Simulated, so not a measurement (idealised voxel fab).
process module | voxel quadruple lines
cross-section cut | 185 nm wide | cells 5 nm
A cross-section is a grid of square cells, given in bands from the top down. A band is one or more rows of cells.
Each band's line starts with the height of the band's top and of its bottom, in nm. Then come its materials from left to right, each with its width in nm. One material with "throughout" fills the band from edge to edge. "air" is empty space.
Height 0 is the level under which the wafer as received is all one material. The lowest band goes on downwards, as in "0 down".
A width such as "30 to 40" changes by the same amount from each row of cells to the next, from the band's top row to its bottom row.
"no change" after a step means that no cell of the cross-section changed.
closed voids: empty space of 8 cells or more with no open way to the top, each as width x height at its distance from the left edge, in nm
after a step's settings: what the simulator itself notes on the step
overlay nm, on a step with a mask: how far to the right of its planned place the mask lay; to the left if negative
plan
1 op RECEIVE | material Si
2 op CONFORMAL_DEP | material SiO2 | thk nm 10
3 op DIRECTIONAL_DEP | material W | thk nm 10
4 op DIRECTIONAL_DEP | material polySi | thk nm 20
5 op DIRECTIONAL_DEP | material aC | thk nm 20
6 op PATTERN | tone cover | mask id MANDREL | material resist | width nm 25 | thk nm 30 | overlay nm 0
7 op DIRECTIONAL_ETCH | etch materials aC | depth nm 20
8 op STRIP | etch materials resist
9 op CONFORMAL_DEP | material SiO2 | thk nm 15
10 op DIRECTIONAL_ETCH | etch materials SiO2 | depth nm 15
11 op STRIP | etch materials aC
12 op DIRECTIONAL_ETCH | etch materials polySi | depth nm 20
13 op STRIP | etch materials SiO2
14 op CONFORMAL_DEP | material SiCN | thk nm 10
15 op DIRECTIONAL_ETCH | etch materials SiCN | depth nm 10
16 op STRIP | etch materials polySi
17 op DIRECTIONAL_ETCH | etch materials W | depth nm 10
18 op STRIP | etch materials SiCN
19 op FILL_DEP | material SiO2 | thk nm 10
20 op CMP | height nm 20
varied across the wafers: width nm of step 6. The plan shows the first wafer's value. All wafers start alike
first wafer as received, after step 1
  0 down: Si throughout
  closed voids: none
each wafer at the end: cells of each material gained (+) or lost (-) since it was received, then its closed voids
width nm 25 | +132 SiO2 | +16 W | closed voids: none
width nm 30 | +132 SiO2 | +16 W | closed voids: none
width nm 35 | +132 SiO2 | +16 W | closed voids: none
width nm 40 | +132 SiO2 | +16 W | closed voids: none
width nm 45 | +132 SiO2 | +16 W | closed voids: none
width nm 50 | +132 SiO2 | +16 W | closed voids: none
